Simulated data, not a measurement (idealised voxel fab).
Process module name: voxel ribs on slabs
The figure presents cross-section cut, which has a width of 225 nm and is divided into square cells with an edge length of 5 nm.
Cross-section = grid of square cells, listed top down in bands; band = one or more rows.
Within each band entry, the heights of the top and of the bottom of the band appear first, in that order and in nm; the materials of the band then follow from left to right, each with its corresponding width in nm. The designation "throughout" on a single material indicates that it fills the band from edge to edge; the designation "blank" indicates empty space.
Zero point of the height axis is 0; under it, received wafer = one material. Lowest band: continues down indefinitely, "z 0 and below".
The two numbers in a width such as "30..40" mark its ends across the band: the first belongs to the top row of cells, the second to the bottom row, and from each row to the next the width moves by the same amount.
Given "no alteration" for a step, no cell of the cross-section differs between before and after that step.
Empty spaces counting at least 8 cells and having no open way to the top are listed in "Closed void register". The notation width x height at distance is used for each, the distance being from the left edge and all three values in nm.
after a step's settings: what the simulator itself notes on the step
Regarding "overlay nm": on a step with a mask, it is the distance the mask lay to the right of its planned place; a negative value places it to the left.
# Process steps foreseen in the plan
1 RECEIVE: material Si
2 DIRECTIONAL_DEP: material SiO2, thk nm 20
3 DIRECTIONAL_DEP: material SiN, thk nm 15
4 PATTERN: tone cover, mask id RIB, material resist, width nm 15, thk nm 20, overlay nm 0
5 DIRECTIONAL_ETCH: etch materials SiN, depth nm 10
6 STRIP: etch materials resist
7 PATTERN: tone cover, mask id SLAB, material resist, width nm 65, thk nm 20, overlay nm 0
8 DIRECTIONAL_ETCH: etch materials SiN, depth nm 5
9 STRIP: etch materials resist
10 FILL_DEP: material SiO2, thk nm 20
11 CMP: height nm 50
12 DIRECTIONAL_DEP: material TiN, thk nm 10
13 PATTERN: tone cover, mask id HEATER, material resist, width nm 25, thk nm 15, overlay nm 0
14 DIRECTIONAL_ETCH: etch materials TiN, depth nm 10
15 STRIP: etch materials resist
16 CONFORMAL_DEP: material SiN, thk nm 10
# Cross-section of the wafer at receipt, which is the condition after step 1
	z 0 and below = Si throughout
	Closed void register: none
# a wafer at the end: this start, this plan, one mistake
	z 60 to 50 = blank=100  TiN=25  blank=100
	z 50 to 35 = SiO2 throughout
	z 35 to 25 = SiO2=105  SiN=15  SiO2=105
	z 25 to 20 = SiO2=80  SiN=65  SiO2=80
	z 20 to 0 = SiO2 throughout
	z 0 and below = Si throughout
	Closed void register: none
Here's what went sideways: step 16 was left out
